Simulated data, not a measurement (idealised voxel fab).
The document below concerns the process module designated voxel tone inversion.
Shown is cross-section cut, with a width of 280 nm and square cells of size 5 nm.
This document writes a cross-section as a grid whose cells are square, and gives it as bands, listed from the top down; one or more rows of cells form a band. In this notation a band is specified by the heights of its top and bottom, in that order and in nm, after which its materials appear from left to right, each paired with its width in nm. The word "edge to edge" attached to a single material means that material fills the band from edge to edge; the word "air" stands for empty space. Where do heights start? At 0: under that level the wafer as delivered is made of one material only. And the lowest band has no floor; it just carries on downward, as in "from 0 down". A width such as "30->40" changes by the same amount from each row of cells to the next, from the band's top row to its bottom row. Key: "left unchanged" - step with no changed cell in the cross-section. Look at "Unvented cavities" for the closed voids: empty spaces with no open path to the top, sized 8 cells or up. Each is width x height at distance, distance from the left edge, all nm. Note: text after step settings on the step line = simulator remark on that step. Steps that use a mask can have "overlay nm" on their line. It says how far the mask sat to the right of where it was meant to be. Negative means to the left.
## Steps planned for the process
1 RECEIVE with material Si
2 CONFORMAL_DEP with material SiN, thk nm 10
3 DIRECTIONAL_DEP with material aC, thk nm 20
4 PATTERN with tone cover, mask id POSTS, material resist, width nm 25, pitch nm 40, thk nm 25, overlay nm 0
5 DIRECTIONAL_ETCH with etch materials aC, depth nm 20
6 STRIP with etch materials resist
7 FILL_DEP with material lowk, thk nm 5
8 CMP with height nm 30
9 STRIP with etch materials aC
10 CONFORMAL_DEP with material TiN, thk nm 5
11 FILL_DEP with material Ru, thk nm 5
12 CMP with height nm 30
13 CONFORMAL_DEP with material SiN, thk nm 5
## This is the cross-section of the wafer as we received it, i.e. after step 1
from 0 down  Si edge to edge
Unvented cavities: none
## The cross-section shown corresponds to the wafer at the conclusion of the module. The initial structure and the process plan are those presented above; however, one mistake occurred in executing the plan
from 35 to 30  SiN edge to edge
from 30 to 15  90 nm lowk, 5 nm TiN, 15 nm Ru, 5 nm TiN, 15 nm lowk, 5 nm TiN, 15 nm Ru, 5 nm TiN, 15 nm lowk, 5 nm TiN, 15 nm Ru, 5 nm TiN, 85 nm lowk
from 15 to 10  90 nm lowk, 25 nm TiN, 15 nm lowk, 25 nm TiN, 15 nm lowk, 25 nm TiN, 85 nm lowk
from 10 to 0  SiN edge to edge
from 0 down  Si edge to edge
Unvented cavities: none
Error vs. plan: note that step 4 departed from the planned setting and was carried out as PATTERN with tone cover, mask id POSTS, material resist, width nm 25, pitch nm 40, thk nm 25, overlay nm 5
